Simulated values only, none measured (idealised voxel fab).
The process module presented herein is designated voxel fin reveal.
Section shown: cut. Width: 180 nm. Cell size: 5 nm, square.
Reading order for cross-sections: top band down to bottom band. Underlying form: a grid of square cells. Band size: one or more rows of cells.
Band: top height; bottom height; in nm. Then, left to right: material with width in nm, for each material. "all across": a single material spanning edge to edge. "blank": empty space.
A quick word on heights: they are counted from 0, and under that level the wafer as it came to us is one material throughout. The lowest band is different from the rest in having no bottom; it simply continues downward, written as in "from 0 down".
When a width is written as two numbers, as in "30..40", the first number is the width in the top row of cells of the band and the second is the width in its bottom row, and the width changes by the same amount from each row to the next.
"same as before", as given for a step, is the statement that not any cell of the cross-section underwent a change during that step.
"Catalogued sealed voids" specifies each empty space that is not open to the top and that occupies no fewer than 8 cells, using the form width x height at distance, the distance measured from the left edge and all three quantities in nm.
Post-settings text on a step line: simulator's own remark regarding the step.
"overlay nm" on a masked step: distance the mask lay right of its planned place, negative for left.
-- Process steps - plan
1) RECEIVE: material Si
2) CONFORMAL_DEP: material SiN, thk nm 10
3) MASKED_ETCH: tone cover, mask id FINS, width nm 15, pitch nm 40, etch materials SiN, depth nm 10, overlay nm 0
4) MASKED_ETCH: tone cover, mask id FINS, width nm 15, pitch nm 40, etch materials Si, depth nm 30, overlay nm 0
5) FILL_DEP: material SiO2, thk nm 5
6) CMP: height nm 10
7) SELECTIVE_ETCH: etch materials SiO2, depth nm 25
8) STRIP: etch materials SiN
-- Run as planned: first of two wafers
-- Cross-section of the wafer at receipt, which is the condition after step 1
from 0 down | Si all across
Catalogued sealed voids: none
-- Once step 2 is through, the wafer looks like this in cross-section
from 10 to 0 | SiN all across
Rest of section, below 0: as before.
-- Once step 3 is through, the wafer looks like this in cross-section
from 10 to 0 | blank (60), then SiN (15), then blank (25), then SiN (15), then blank (65)
Rest of section, below 0: as before.
-- Once step 4 is through, the wafer looks like this in cross-section
from 10 to 0 | blank (60), then SiN (15), then blank (25), then SiN (15), then blank (65)
from 0 to -30 | blank (60), then Si (15), then blank (25), then Si (15), then blank (65)
Rest of section, below -30: as before.
-- Once step 5 is through, the wafer looks like this in cross-section
from 15 to 10 | SiO2 all across
from 10 to 0 | SiO2 (60), then SiN (15), then SiO2 (25), then SiN (15), then SiO2 (65)
from 0 to -30 | SiO2 (60), then Si (15), then SiO2 (25), then Si (15), then SiO2 (65)
Rest of section, below -30: as before.
-- Once step 6 is through, the wafer looks like this in cross-section
from 10 to 0 | SiO2 (60), then SiN (15), then SiO2 (25), then SiN (15), then SiO2 (65)
Rest of section, below 0: as before.
-- Once step 7 is through, the wafer looks like this in cross-section
from 10 to 0 | blank (60), then SiN (15), then blank (25), then SiN (15), then blank (65)
from 0 to -15 | blank (60), then Si (15), then blank (25), then Si (15), then blank (65)
Rest of section, below -15: as before.
-- Once step 8 is through, the wafer looks like this in cross-section
from 0 to -15 | blank (60), then Si (15), then blank (25), then Si (15), then blank (65)
Rest of section, below -15: as before.
-- Second wafer, same starting conditions and recipe as the first, one mistake in executing it, nothing differs from the first up to and including step 6
-- What the second wafer looks like in cross-section when step 7 should have wrapped up
from 10 to 0 | SiO2 (60), then blank (15), then SiO2 (25), then blank (15), then SiO2 (65)
Rest of section, below 0: as before.
-- What the second wafer looks like in cross-section when step 8 should have wrapped up
from 0 to -15 | blank (60), then Si (15), then blank (25), then Si (15), then blank (65)
from -15 to -25 | SiO2 (35), then blank (25), then Si (15), then blank (25), then Si (15), then blank (25), then SiO2 (40)
Rest of section, below -25: as before.
Deviation from plan: the executed order of steps 7 and 8 is the reverse of that specified in the plan, each step having taken the other's position
at the end the second wafer has, in cells: 30 fewer of SiO2
